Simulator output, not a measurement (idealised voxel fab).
Herein follows the process module entitled voxel tone inversion.
Each square cell in cross-section cut measures 5 nm, and the section as a whole is 180 nm wide.
For the purposes of this document, a cross-section shall be understood as a grid of square cells, specified as bands listed in top-to-bottom order, each band consisting of one or more rows of cells.
Per band: top height and bottom height in nm, followed by the left-to-right materials and their widths in nm; "throughout" marks a single material spanning edge to edge, "empty" marks empty space.
Basically, 0 is our baseline, since under it the wafer straight out of the box is all one material. The bottom band has no lower end and keeps on going down, so it looks like "0 down".
You'd read "30..40" like this: the band's top row of cells is as wide as the first number, its bottom row is as wide as the second, and going down, every row changes width by the same amount as the row before did.
"nothing altered", as given for a step, is the statement that not any cell of the cross-section underwent a change during that step.
Entry "Enclosed void list" = empty spaces >= 8 cells with no open way to the top; each as width x height at distance, distance from left edge, all nm.
The remark found on a step's line after its settings is issued by the simulator itself and pertains to that step.
overlay nm: for a step with a mask, the amount by which the mask lay right of where it was planned; a negative amount means left of it.

The planned process steps are enumerated hereunder:
step 1: RECEIVE,material Si
step 2: CONFORMAL_DEP,material SiN,thk nm 5
step 3: DIRECTIONAL_DEP,material aC,thk nm 15
step 4: PATTERN,tone cover,mask id POSTS,material resist,width nm 15,pitch nm 40,thk nm 20,overlay nm 0
step 5: DIRECTIONAL_ETCH,etch materials aC,depth nm 15
step 6: STRIP,etch materials resist
step 7: FILL_DEP,material SiO2,thk nm 5
step 8: CMP,height nm 20
step 9: STRIP,etch materials aC

As received (post step 1): cross-section:
* 0 down | Si throughout
* Enclosed void list: none

First of two wafers: cross-section at end of module, run per plan:
* 20 to 5 | SiO2 (40) | empty (15) | SiO2 (25) | empty (15) | SiO2 (25) | empty (15) | SiO2 (45)
* 5 to 0 | SiN throughout
* 0 down | Si throughout
* Enclosed void list: none

Presented here is a cross-section of the second of the two wafers as it stood at the end of the module. It was started in the same manner and assigned the same plan as the first wafer; however, one mistake was made in its execution:
* 20 to 15 | SiO2 throughout
* 15 to 0 | SiO2 (40) | aC (15) | SiO2 (25) | aC (15) | SiO2 (25) | aC (15) | SiO2 (45)
* 0 down | Si throughout
* Enclosed void list: none
what went wrong: heads up, step 2 of the plan was skipped and never actually ran
FYI, end of process, the second wafer has more or fewer cells of some materials than the first: SiN: 36 fewer | SiO2: 36 more | aC: 27 more
